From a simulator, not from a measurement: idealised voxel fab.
The process module presented herein is designated voxel released beams.
cross-section cut | 285 nm wide | cells 5 nm
Each cross-section below is a grid of square cells, stated as bands in top-down order, with one or more rows of cells making up each band.
Band entry format. Leading values: height of top, height of bottom, nm. Remainder: materials in left-to-right order, each with its width in nm. Special words: "everywhere" on a single material, which then fills the band edge to edge; "empty", empty space.
Heights are measured from 0, the level below which the as-received wafer is all one material; the lowest band has no bottom and continues downward, written as in "0 -> down".
A width given as "30..40" starts at the first number in the band's top row and ends at the second number in its bottom row, shifting by an equal amount at every step from row to row.
"all unchanged" (step): cross-section cells unchanged, all of them.
Enclosed voids (no open way to top), threshold 8 cells or more, entry "Internal closed voids", notation width x height at distance, distance from left edge, nm.
Where a step's line continues beyond its settings, the continuation is a remark by the simulator itself on that step.
overlay nm: mask right of planned place by this much (step with mask). Neg. = left.
THESE ARE THE STEPS WE PLANNED FOR THE PROCESS
| 1 | RECEIVE (material Si) |
| 2 | CONFORMAL_DEP (material Al2O3; thk nm 5) |
| 3 | DIRECTIONAL_DEP (material SiO2; thk nm 20) |
| 4 | MASKED_ETCH (tone open; mask id ANCHOR; width nm 35; etch materials SiO2; depth nm 20; overlay nm 0) |
| 5 | CONFORMAL_DEP (material polySi; thk nm 15) |
| 6 | MASKED_ETCH (tone cover; mask id BEAM; width nm 90; etch materials polySi; depth nm 15; overlay nm 0) |
| 7 | STRIP (etch materials SiO2) |
RECEIVED-STATE CROSS-SECTION, REFLECTING COMPLETION OF STEP 1
> 0 -> down | Si everywhere
> Internal closed voids: none
THE FIRST OF TWO WAFERS, CROSS-SECTIONED AT THE END OF THE MODULE, WITH THE RUN PROCEEDING AS PLANNED
> 40 -> 25 | empty (95) / polySi (20) / empty (5) / polySi (65) / empty (100)
> 25 -> 20 | empty (100) / polySi (15) / empty (5) / polySi (15) / empty (150)
> 20 -> 5 | empty (100) / polySi (35) / empty (150)
> 5 -> 0 | Al2O3 everywhere
> 0 -> down | Si everywhere
> Internal closed voids: none
END-OF-MODULE CROSS-SECTION OF THE SECOND WAFER: IDENTICAL STARTING POINT AND PROCESS PLAN TO THE FIRST, WITH ONE PROCESSING MISTAKE
> 0 -> down | Si everywhere
> Internal closed voids: none
The mistake made against the process plan was this: step 2 was processed under conditions differing from the plan, specifically as CONFORMAL_DEP (material SiO2; thk nm 5)
Wrapping up, a cell-based count of both wafers puts the second over or under the first for these materials: -57 Al2O3 | -78 polySi
